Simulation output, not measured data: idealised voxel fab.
The document below concerns the process module designated voxel gate over fins.
The figure presents cross-section cut, which has a width of 150 nm and is divided into square cells with an edge length of 5 nm.
A cross-section in this document is a grid of square cells, and it is written down as bands, the top band listed before the ones below it; a band is made up of one or more rows of cells. Look at the band entry: it leads with the top's height and the bottom's height in nm. Then it lists the materials left to right, with a width in nm for each. The word "throughout" on a single material says that material fills the band edge to edge. The word "blank" is empty space. The level at which height equals 0 is the one under which the wafer, as it arrives, is entirely one material. No lower edge exists for the bottom band, which continues downward and is notated as in "0 and below". The two numbers in a width such as "30 to 40" mark its ends across the band: the first belongs to the top row of cells, the second to the bottom row, and from each row to the next the width moves by the same amount. What does "all unchanged" mean for a step? It means no cell of the cross-section changed in that step. Entry "Encapsulated voids" = empty spaces >= 8 cells with no open way to the top; each as width x height at distance, distance from left edge, all nm. Anything after a step's settings on that line? It's the simulator's own note about the step. The setting "overlay nm" may be written on the line of a step. When the step uses a mask, the value reports how far to the right of the planned place the mask lay, and a negative value reports that it lay to the left.

**Below is the list of planned process steps**
1 RECEIVE | material Si
2 CONFORMAL_DEP | material SiN | thk nm 5
3 MASKED_ETCH | tone cover | mask id FINS | width nm 15 | pitch nm 60 | etch materials SiN | depth nm 5 | overlay nm 0
4 MASKED_ETCH | tone cover | mask id FINS | width nm 15 | pitch nm 60 | etch materials Si | depth nm 40 | overlay nm 0
5 OXIDIZE | depth nm 5
6 FILL_DEP | material SiO2 | thk nm 5
7 CMP | height nm 5
8 DIRECTIONAL_DEP | material aC | thk nm 15
9 PATTERN | tone open | mask id RAIL | material resist | width nm 15 | thk nm 35 | overlay nm 0
10 DIRECTIONAL_ETCH | etch materials aC | depth nm 15
11 STRIP | etch materials resist
12 DIRECTIONAL_ETCH | etch materials SiO2 | depth nm 40
13 STRIP | etch materials aC
14 CONFORMAL_DEP | material TiN | thk nm 5
15 FILL_DEP | material W | thk nm 10
16 CMP | height nm 5
17 SELECTIVE_ETCH | etch materials W Ru TiN | depth nm 25
18 FILL_DEP | material SiO2 | thk nm 5
19 CMP | height nm 5
20 SELECTIVE_ETCH | etch materials SiO2 | depth nm 20
21 STRIP | etch materials SiN
22 CONFORMAL_DEP | material HfO2 | thk nm 5
23 CONFORMAL_DEP | material TiN | thk nm 5
24 FILL_DEP | material W | thk nm 10
25 CMP | height nm 15
26 CONFORMAL_DEP | material SiCN | thk nm 5

**Received-state cross-section, reflecting completion of step 1**
* 0 and below  Si throughout
* Encapsulated voids: none

**Cross-section at module end, one run error; start and plan unchanged from above**
* 20 down to 15  SiCN throughout
* 15 down to 10  W throughout
* 10 down to 5  30 W; 25 TiN; 35 W; 25 TiN; 35 W
* 5 down to 0  30 W; 5 TiN; 15 HfO2; 5 TiN; 35 W; 5 TiN; 15 HfO2; 5 TiN; 35 W
* 0 down to -5  30 W; 5 TiN; 5 HfO2; 5 Si; 5 HfO2; 5 TiN; 35 W; 5 TiN; 5 HfO2; 5 Si; 5 HfO2; 5 TiN; 35 W
* -5 down to -10  35 TiN; 5 HfO2; 5 Si; 5 HfO2; 45 TiN; 5 HfO2; 5 Si; 5 HfO2; 40 TiN
* -10 down to -15  40 HfO2; 5 Si; 55 HfO2; 5 Si; 45 HfO2
* -15 down to -20  40 SiO2; 5 Si; 55 SiO2; 5 Si; 45 SiO2
* -20 down to -30  40 SiO2; 5 Si; 20 SiO2; 5 TiN; 10 W; 5 TiN; 15 SiO2; 5 Si; 45 SiO2
* -30 down to -35  40 SiO2; 5 Si; 20 SiO2; 20 TiN; 15 SiO2; 5 Si; 45 SiO2
* -35 down to -45  40 SiO2; 5 Si; 55 SiO2; 5 Si; 45 SiO2
* -45 and below  Si throughout
* Encapsulated voids: none
Finding, execution versus plan: rather than as planned, step 9 actually ran as PATTERN | tone open | mask id RAIL | material resist | width nm 20 | thk nm 35 | overlay nm 0
